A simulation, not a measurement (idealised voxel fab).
Presented below is a process module, voxel gate over fins.
Square cell edge 5 nm, section width 185 nm, ID cut.
A cross-section is written here as square cells arranged in a grid, and it is given in bands from the top down, each band taking up one or more rows of cells.
Within each band entry, the heights of the top and of the bottom of the band appear first, in that order and in nm; the materials of the band then follow from left to right, each with its corresponding width in nm. The designation "all across" on a single material indicates that it fills the band from edge to edge; the designation "blank" indicates empty space.
It should be noted that heights are counted from 0, beneath which the wafer as supplied is of one material throughout, and that the lowest band possesses no lower boundary but continues downward, as written in "0 and below".
Think of "30 to 40" as a width that walks from the first number to the second as you go down the band, top row to bottom row, taking equal-sized steps from row to row.
Step marked "changes: none"? Then no cell in the cross-section changed in it.
"Sealed-off cavities" lists enclosed empty spaces (at least 8 cells, no open path upward to the top), each as width x height at distance from the left edge, in nm.
Formally, on a step line, whatever follows the settings is a remark that the simulator itself makes on the step.
overlay nm: for a step with a mask, the amount by which the mask lay right of where it was planned; a negative amount means left of it.

[Planned step list for the process]
step 1: op RECEIVE | material Si
step 2: op CONFORMAL_DEP | material SiN | thk nm 10
step 3: op PATTERN | tone cover | mask id FINS | material resist | width nm 15 | pitch nm 40 | thk nm 20 | overlay nm 0
step 4: op DIRECTIONAL_ETCH | etch materials SiN | depth nm 10
step 5: op DIRECTIONAL_ETCH | etch materials Si | depth nm 35
step 6: op STRIP | etch materials resist
step 7: op FILL_DEP | material SiO2 | thk nm 5
step 8: op CMP | height nm 10
step 9: op SELECTIVE_ETCH | etch materials SiO2 | depth nm 25
step 10: op STRIP | etch materials SiN
step 11: op CONFORMAL_DEP | material HfO2 | thk nm 5
step 12: op CONFORMAL_DEP | material TiN | thk nm 5
step 13: op CONFORMAL_DEP | material TiAl | thk nm 5
step 14: op CONFORMAL_DEP | material TiN | thk nm 5
step 15: op FILL_DEP | material W | thk nm 15
step 16: op CMP | height nm 30
step 17: op CONFORMAL_DEP | material SiCN | thk nm 5

[First of two wafers, processed according to plan]

[As-received wafer cross-section (after step 1)]
0 and below | Si all across
Sealed-off cavities: none

[After step 2: wafer cross-section]
10 down to 0 | SiN all across
Under 0: no change, same as before.

[After step 3: wafer cross-section]
30 down to 10 | blank: 45, then resist: 15, then blank: 25, then resist: 15, then blank: 25, then resist: 15, then blank: 45
Under 10: no change, same as before.

[After step 4: wafer cross-section]
30 down to 10 | blank: 45, then resist: 15, then blank: 25, then resist: 15, then blank: 25, then resist: 15, then blank: 45
10 down to 0 | blank: 45, then SiN: 15, then blank: 25, then SiN: 15, then blank: 25, then SiN: 15, then blank: 45
Under 0: no change, same as before.

[After step 5: wafer cross-section]
30 down to 10 | blank: 45, then resist: 15, then blank: 25, then resist: 15, then blank: 25, then resist: 15, then blank: 45
10 down to 0 | blank: 45, then SiN: 15, then blank: 25, then SiN: 15, then blank: 25, then SiN: 15, then blank: 45
0 down to -35 | blank: 45, then Si: 15, then blank: 25, then Si: 15, then blank: 25, then Si: 15, then blank: 45
Under -35: no change, same as before.

[After step 6: wafer cross-section]
10 down to 0 | blank: 45, then SiN: 15, then blank: 25, then SiN: 15, then blank: 25, then SiN: 15, then blank: 45
Under 0: no change, same as before.

[After step 7: wafer cross-section]
15 down to 10 | SiO2 all across
10 down to 0 | SiO2: 45, then SiN: 15, then SiO2: 25, then SiN: 15, then SiO2: 25, then SiN: 15, then SiO2: 45
0 down to -35 | SiO2: 45, then Si: 15, then SiO2: 25, then Si: 15, then SiO2: 25, then Si: 15, then SiO2: 45
Under -35: no change, same as before.

[After step 8: wafer cross-section]
10 down to 0 | SiO2: 45, then SiN: 15, then SiO2: 25, then SiN: 15, then SiO2: 25, then SiN: 15, then SiO2: 45
Under 0: no change, same as before.

[After step 9: wafer cross-section]
10 down to 0 | blank: 45, then SiN: 15, then blank: 25, then SiN: 15, then blank: 25, then SiN: 15, then blank: 45
0 down to -15 | blank: 45, then Si: 15, then blank: 25, then Si: 15, then blank: 25, then Si: 15, then blank: 45
Under -15: no change, same as before.

[After step 10: wafer cross-section]
0 down to -15 | blank: 45, then Si: 15, then blank: 25, then Si: 15, then blank: 25, then Si: 15, then blank: 45
Under -15: no change, same as before.

[After step 11: wafer cross-section]
5 down to 0 | blank: 40, then HfO2: 25, then blank: 15, then HfO2: 25, then blank: 15, then HfO2: 25, then blank: 40
0 down to -10 | blank: 40, then HfO2: 5, then Si: 15, then HfO2: 5, then blank: 15, then HfO2: 5, then Si: 15, then HfO2: 5, then blank: 15, then HfO2: 5, then Si: 15, then HfO2: 5, then blank: 40
-10 down to -15 | HfO2: 45, then Si: 15, then HfO2: 25, then Si: 15, then HfO2: 25, then Si: 15, then HfO2: 45
Under -15: no change, same as before.

[After step 12: wafer cross-section]
10 down to 5 | blank: 35, then TiN: 35, then blank: 5, then TiN: 35, then blank: 5, then TiN: 35, then blank: 35
5 down to 0 | blank: 35, then TiN: 5, then HfO2: 25, then TiN: 5, then blank: 5, then TiN: 5, then HfO2: 25, then TiN: 5, then blank: 5, then TiN: 5, then HfO2: 25, then TiN: 5, then blank: 35
0 down to -5 | blank: 35, then TiN: 5, then HfO2: 5, then Si: 15, then HfO2: 5, then TiN: 5, then blank: 5, then TiN: 5, then HfO2: 5, then Si: 15, then HfO2: 5, then TiN: 5, then blank: 5, then TiN: 5, then HfO2: 5, then Si: 15, then HfO2: 5, then TiN: 5, then blank: 35
-5 down to -10 | TiN: 40, then HfO2: 5, then Si: 15, then HfO2: 5, then TiN: 15, then HfO2: 5, then Si: 15, then HfO2: 5, then TiN: 15, then HfO2: 5, then Si: 15, then HfO2: 5, then TiN: 40
Under -10: no change, same as before.

[After step 13: wafer cross-section]
15 down to 10 | blank: 30, then TiAl: 125, then blank: 30
10 down to 5 | blank: 30, then TiAl: 5, then TiN: 35, then TiAl: 5, then TiN: 35, then TiAl: 5, then TiN: 35, then TiAl: 5, then blank: 30
5 down to 0 | blank: 30, then TiAl: 5, then TiN: 5, then HfO2: 25, then TiN: 5, then TiAl: 5, then TiN: 5, then HfO2: 25, then TiN: 5, then TiAl: 5, then TiN: 5, then HfO2: 25, then TiN: 5, then TiAl: 5, then blank: 30
0 down to -5 | TiAl: 35, then TiN: 5, then HfO2: 5, then Si: 15, then HfO2: 5, then TiN: 5, then TiAl: 5, then TiN: 5, then HfO2: 5, then Si: 15, then HfO2: 5, then TiN: 5, then TiAl: 5, then TiN: 5, then HfO2: 5, then Si: 15, then HfO2: 5, then TiN: 5, then TiAl: 35
Under -5: no change, same as before.

[After step 14: wafer cross-section]
20 down to 15 | blank: 25, then TiN: 135, then blank: 25
15 down to 10 | blank: 25, then TiN: 5, then TiAl: 125, then TiN: 5, then blank: 25
10 down to 5 | blank: 25, then TiN: 5, then TiAl: 5, then TiN: 35, then TiAl: 5, then TiN: 35, then TiAl: 5, then TiN: 35, then TiAl: 5, then TiN: 5, then blank: 25
5 down to 0 | TiN: 30, then TiAl: 5, then TiN: 5, then HfO2: 25, then TiN: 5, then TiAl: 5, then TiN: 5, then HfO2: 25, then TiN: 5, then TiAl: 5, then TiN: 5, then HfO2: 25, then TiN: 5, then TiAl: 5, then TiN: 30
Under 0: no change, same as before.

[After step 15: wafer cross-section]
35 down to 20 | W all across
20 down to 15 | W: 25, then TiN: 135, then W: 25
15 down to 10 | W: 25, then TiN: 5, then TiAl: 125, then TiN: 5, then W: 25
10 down to 5 | W: 25, then TiN: 5, then TiAl: 5, then TiN: 35, then TiAl: 5, then TiN: 35, then TiAl: 5, then TiN: 35, then TiAl: 5, then TiN: 5, then W: 25
Under 5: no change, same as before.

[After step 16: wafer cross-section]
30 down to 20 | W all across
Under 20: no change, same as before.

[After step 17: wafer cross-section]
35 down to 30 | SiCN all across
Under 30: no change, same as before.

[Regarding the second of the two wafers: it shared the first wafer's starting condition and process plan, yet one error occurred during its execution. Its history coincides with that of the first wafer up to and including step 2]

[Second wafer, section view, time point: scheduled end of step 3]
30 down to 10 | blank: 40, then resist: 25, then blank: 15, then resist: 25, then blank: 15, then resist: 25, then blank: 40
Under 10: no change, same as before.

[Second wafer, section view, time point: scheduled end of step 4]
30 down to 10 | blank: 40, then resist: 25, then blank: 15, then resist: 25, then blank: 15, then resist: 25, then blank: 40
10 down to 0 | blank: 40, then SiN: 25, then blank: 15, then SiN: 25, then blank: 15, then SiN: 25, then blank: 40
Under 0: no change, same as before.

[Second wafer, section view, time point: scheduled end of step 5]
30 down to 10 | blank: 40, then resist: 25, then blank: 15, then resist: 25, then blank: 15, then resist: 25, then blank: 40
10 down to 0 | blank: 40, then SiN: 25, then blank: 15, then SiN: 25, then blank: 15, then SiN: 25, then blank: 40
0 down to -35 | blank: 40, then Si: 25, then blank: 15, then Si: 25, then blank: 15, then Si: 25, then blank: 40
Under -35: no change, same as before.

[Second wafer, section view, time point: scheduled end of step 6]
10 down to 0 | blank: 40, then SiN: 25, then blank: 15, then SiN: 25, then blank: 15, then SiN: 25, then blank: 40
Under 0: no change, same as before.

[Second wafer, section view, time point: scheduled end of step 7]
15 down to 10 | SiO2 all across
10 down to 0 | SiO2: 40, then SiN: 25, then SiO2: 15, then SiN: 25, then SiO2: 15, then SiN: 25, then SiO2: 40
0 down to -35 | SiO2: 40, then Si: 25, then SiO2: 15, then Si: 25, then SiO2: 15, then Si: 25, then SiO2: 40
Under -35: no change, same as before.

[Second wafer, section view, time point: scheduled end of step 8]
10 down to 0 | SiO2: 40, then SiN: 25, then SiO2: 15, then SiN: 25, then SiO2: 15, then SiN: 25, then SiO2: 40
Under 0: no change, same as before.

[Second wafer, section view, time point: scheduled end of step 9]
10 down to 0 | blank: 40, then SiN: 25, then blank: 15, then SiN: 25, then blank: 15, then SiN: 25, then blank: 40
0 down to -15 | blank: 40, then Si: 25, then blank: 15, then Si: 25, then blank: 15, then Si: 25, then blank: 40
Under -15: no change, same as before.

[Second wafer, section view, time point: scheduled end of step 10]
0 down to -15 | blank: 40, then Si: 25, then blank: 15, then Si: 25, then blank: 15, then Si: 25, then blank: 40
Under -15: no change, same as before.

[Second wafer, section view, time point: scheduled end of step 11]
5 down to 0 | blank: 35, then HfO2: 35, then blank: 5, then HfO2: 35, then blank: 5, then HfO2: 35, then blank: 35
0 down to -10 | blank: 35, then HfO2: 5, then Si: 25, then HfO2: 5, then blank: 5, then HfO2: 5, then Si: 25, then HfO2: 5, then blank: 5, then HfO2: 5, then Si: 25, then HfO2: 5, then blank: 35
-10 down to -15 | HfO2: 40, then Si: 25, then HfO2: 15, then Si: 25, then HfO2: 15, then Si: 25, then HfO2: 40
Under -15: no change, same as before.

[Second wafer, section view, time point: scheduled end of step 12]
10 down to 5 | blank: 30, then TiN: 125, then blank: 30
5 down to 0 | blank: 30, then TiN: 5, then HfO2: 35, then TiN: 5, then HfO2: 35, then TiN: 5, then HfO2: 35, then TiN: 5, then blank: 30
0 down to -5 | blank: 30, then TiN: 5, then HfO2: 5, then Si: 25, then HfO2: 5, then TiN: 5, then HfO2: 5, then Si: 25, then HfO2: 5, then TiN: 5, then HfO2: 5, then Si: 25, then HfO2: 5, then TiN: 5, then blank: 30
-5 down to -10 | TiN: 35, then HfO2: 5, then Si: 25, then HfO2: 5, then TiN: 5, then HfO2: 5, then Si: 25, then HfO2: 5, then TiN: 5, then HfO2: 5, then Si: 25, then HfO2: 5, then TiN: 35
Under -10: no change, same as before.

[Second wafer, section view, time point: scheduled end of step 13]
15 down to 10 | blank: 25, then TiAl: 135, then blank: 25
10 down to 5 | blank: 25, then TiAl: 5, then TiN: 125, then TiAl: 5, then blank: 25
5 down to 0 | blank: 25, then TiAl: 5, then TiN: 5, then HfO2: 35, then TiN: 5, then HfO2: 35, then TiN: 5, then HfO2: 35, then TiN: 5, then TiAl: 5, then blank: 25
0 down to -5 | TiAl: 30, then TiN: 5, then HfO2: 5, then Si: 25, then HfO2: 5, then TiN: 5, then HfO2: 5, then Si: 25, then HfO2: 5, then TiN: 5, then HfO2: 5, then Si: 25, then HfO2: 5, then TiN: 5, then TiAl: 30
Under -5: no change, same as before.

[Second wafer, section view, time point: scheduled end of step 14]
20 down to 15 | blank: 20, then TiN: 145, then blank: 20
15 down to 10 | blank: 20, then TiN: 5, then TiAl: 135, then TiN: 5, then blank: 20
10 down to 5 | blank: 20, then TiN: 5, then TiAl: 5, then TiN: 125, then TiAl: 5, then TiN: 5, then blank: 20
5 down to 0 | TiN: 25, then TiAl: 5, then TiN: 5, then HfO2: 35, then TiN: 5, then HfO2: 35, then TiN: 5, then HfO2: 35, then TiN: 5, then TiAl: 5, then TiN: 25
Under 0: no change, same as before.

[Second wafer, section view, time point: scheduled end of step 15]
35 down to 20 | W all across
20 down to 15 | W: 20, then TiN: 145, then W: 20
15 down to 10 | W: 20, then TiN: 5, then TiAl: 135, then TiN: 5, then W: 20
10 down to 5 | W: 20, then TiN: 5, then TiAl: 5, then TiN: 125, then TiAl: 5, then TiN: 5, then W: 20
Under 5: no change, same as before.

[Second wafer, section view, time point: scheduled end of step 16]
30 down to 20 | W all across
Under 20: no change, same as before.

[Second wafer, section view, time point: scheduled end of step 17]
35 down to 30 | SiCN all across
Under 30: no change, same as before.
Processing error: for step 3, the planned setting was not used; the step was instead run as op PATTERN | tone cover | mask id FINS | material resist | width nm 25 | pitch nm 40 | thk nm 20 | overlay nm 0
It is noted that, at the conclusion of processing, the second wafer exhibits a higher or lower cell count for certain materials relative to the first: 42 more of Si; 24 fewer of SiO2; 6 fewer of TiAl; 6 fewer of TiN; 6 fewer of W
